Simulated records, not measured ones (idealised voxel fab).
Title: Process Module voxel tone inversion
The cross-section on display is named cut; it measures 210 nm wide, and its cells are 5 nm squares.
We lay out every cross-section as a grid of square cells and spell it out in bands from the top down, where one band means one or more rows of cells. Basically the band line says how high the top is and how high the bottom is, in nm, and then what's in it from left to right, every material with its width in nm. Empty space shows up as "air", and if a single material carries "everywhere" it runs the full band edge to edge. Height datum 0, below which the as-received substrate wafer is one material. Lowest band open at the bottom, running downward: "z 0 and below". Width spec "30..40" -> top row of cells at first value, bottom row at second value, equal per-row change in between. Step note "remains unaltered" = no cross-section cell changed. Heads up: "Voids, sealed" only lists the empty pockets with no open path to the top that are 8 cells or more, and it writes them as width x height at distance, distance from the left edge, in nm. That trailing text on a step's line, after the settings, is the simulator's own remark on the step. Among the settings permitted on a step's line is "overlay nm"; applied to a step with a mask, it specifies the extent to which the mask lay to the right of its planned position, whereas a negative figure signifies a position to the left.

plan:
1: RECEIVE (material Si)
2: CONFORMAL_DEP (material SiN; thk nm 10)
3: DIRECTIONAL_DEP (material aC; thk nm 25)
4: PATTERN (tone cover; mask id POSTS; material resist; width nm 20; pitch nm 40; thk nm 30; overlay nm 0)
5: DIRECTIONAL_ETCH (etch materials aC; depth nm 25)
6: STRIP (etch materials resist)
7: FILL_DEP (material lowk; thk nm 10)
8: CMP (height nm 35)
9: STRIP (etch materials aC)
10: CONFORMAL_DEP (material TiN; thk nm 5)
11: FILL_DEP (material W; thk nm 5)
12: CMP (height nm 35)
13: CONFORMAL_DEP (material SiCN; thk nm 5)

Wafer as received: cross-section following step 1:
    z 0 and below | Si everywhere
    Voids, sealed: none

Cross-section, first of two wafers, end of module, run as planned:
    z 40 to 35 | SiCN everywhere
    z 35 to 15 | 75 nm lowk, then 5 nm TiN, then 10 nm W, then 5 nm TiN, then 20 nm lowk, then 5 nm TiN, then 10 nm W, then 5 nm TiN, then 75 nm lowk
    z 15 to 10 | 75 nm lowk, then 20 nm TiN, then 20 nm lowk, then 20 nm TiN, then 75 nm lowk
    z 10 to 0 | SiN everywhere
    z 0 and below | Si everywhere
    Voids, sealed: none

End of module, second wafer, cross-section. Started like the first, planned like the first, run with one mistake:
    z 40 to 35 | SiCN everywhere
    z 35 to 15 | 80 nm lowk, then 5 nm TiN, then 5 nm W, then 5 nm TiN, then 25 nm lowk, then 5 nm TiN, then 5 nm W, then 5 nm TiN, then 75 nm lowk
    z 15 to 10 | 80 nm lowk, then 15 nm TiN, then 25 nm lowk, then 15 nm TiN, then 75 nm lowk
    z 10 to 0 | SiN everywhere
    z 0 and below | Si everywhere
    Voids, sealed: none
Run error: step 4 went in with a setting other than planned; the actual run was PATTERN (tone cover; mask id POSTS; material resist; width nm 15; pitch nm 40; thk nm 30; overlay nm 0)
Looking at both finished wafers in cells, the second ends up ahead of or behind the first on some materials: TiN -2; W -8; lowk +10
